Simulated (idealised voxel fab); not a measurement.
process module | voxel tone inversion
Cross-section cut spans 240 nm and uses square cells 5 nm in size.
This document writes a cross-section as a grid whose cells are square, and gives it as bands, listed from the top down; one or more rows of cells form a band. Basically the band line says how high the top is and how high the bottom is, in nm, and then what's in it from left to right, every material with its width in nm. Empty space shows up as "empty", and if a single material carries "edge to edge" it runs the full band edge to edge. Height is counted from the level 0, under which the received wafer is composed throughout of one material. The lowest of the bands is not closed at the bottom but continues downward, in the notation "z 0 and below". Width spec "30->40" -> top row of cells at first value, bottom row at second value, equal per-row change in between. Step note "nothing got changed" = no cross-section cell changed. Any empty space of 8 cells or more lacking an open way to the top shows up in "Enclosed void inventory" as width x height at distance, distance from the left edge, in nm. Formally, on a step line, whatever follows the settings is a remark that the simulator itself makes on the step. Each step line may optionally specify "overlay nm", which for a step with a mask gives the rightward distance between the mask's planned place and where it lay, a negative value indicating the leftward direction.

**Planned process steps**
1. RECEIVE: material Si
2. CONFORMAL_DEP: material SiN, thk nm 5
3. DIRECTIONAL_DEP: material aC, thk nm 20
4. PATTERN: tone cover, mask id POSTS, material resist, width nm 15, pitch nm 45, thk nm 30, overlay nm 0
5. DIRECTIONAL_ETCH: etch materials aC, depth nm 20
6. STRIP: etch materials resist
7. FILL_DEP: material SiO2, thk nm 5
8. CMP: height nm 25
9. STRIP: etch materials aC
10. CONFORMAL_DEP: material TiN, thk nm 5
11. FILL_DEP: material Ru, thk nm 5
12. CMP: height nm 25
13. CONFORMAL_DEP: material SiN, thk nm 5
It is noted that the wafers described herein are identical at the outset and are distinguished by the width nm of step 4; the value stated in the plan corresponds to the first wafer.

**The first of several wafers in cross-section, exactly as it reached us after step 1**
- z 0 and below | Si edge to edge
- Enclosed void inventory: none

**first wafer at the end, after step 13**
- z 30 to 25 | SiN edge to edge
- z 25 to 10 | SiO2 45 nm / TiN 5 nm / Ru 5 nm / TiN 5 nm / SiO2 30 nm / TiN 5 nm / Ru 5 nm / TiN 5 nm / SiO2 30 nm / TiN 5 nm / Ru 5 nm / TiN 5 nm / SiO2 30 nm / TiN 5 nm / Ru 5 nm / TiN 5 nm / SiO2 45 nm
- z 10 to 5 | SiO2 45 nm / TiN 15 nm / SiO2 30 nm / TiN 15 nm / SiO2 30 nm / TiN 15 nm / SiO2 30 nm / TiN 15 nm / SiO2 45 nm
- z 5 to 0 | SiN edge to edge
- z 0 and below | Si edge to edge
- Enclosed void inventory: none

**Cross-section at module completion, last wafer**
- z 30 to 25 | SiN edge to edge
- z 25 to 10 | SiO2 40 nm / TiN 5 nm / Ru 20 nm / TiN 5 nm / SiO2 15 nm / TiN 5 nm / Ru 20 nm / TiN 5 nm / SiO2 15 nm / TiN 5 nm / Ru 20 nm / TiN 5 nm / SiO2 15 nm / TiN 5 nm / Ru 20 nm / TiN 5 nm / SiO2 35 nm
- z 10 to 5 | SiO2 40 nm / TiN 30 nm / SiO2 15 nm / TiN 30 nm / SiO2 15 nm / TiN 30 nm / SiO2 15 nm / TiN 30 nm / SiO2 35 nm
- z 5 to 0 | SiN edge to edge
- z 0 and below | Si edge to edge
- Enclosed void inventory: none

**Per-wafer rows below. For each material: cells gained (+) or lost (-) since the wafer was received, as of end of module. Then: closed voids**
width nm 15; +12 Ru; +96 SiN; +144 SiO2; +36 TiN; Enclosed void inventory: none
width nm 20; +24 Ru; +96 SiN; +128 SiO2; +40 TiN; Enclosed void inventory: none
width nm 25; +36 Ru; +96 SiN; +112 SiO2; +44 TiN; Enclosed void inventory: none
width nm 30; +48 Ru; +96 SiN; +96 SiO2; +48 TiN; Enclosed void inventory: none
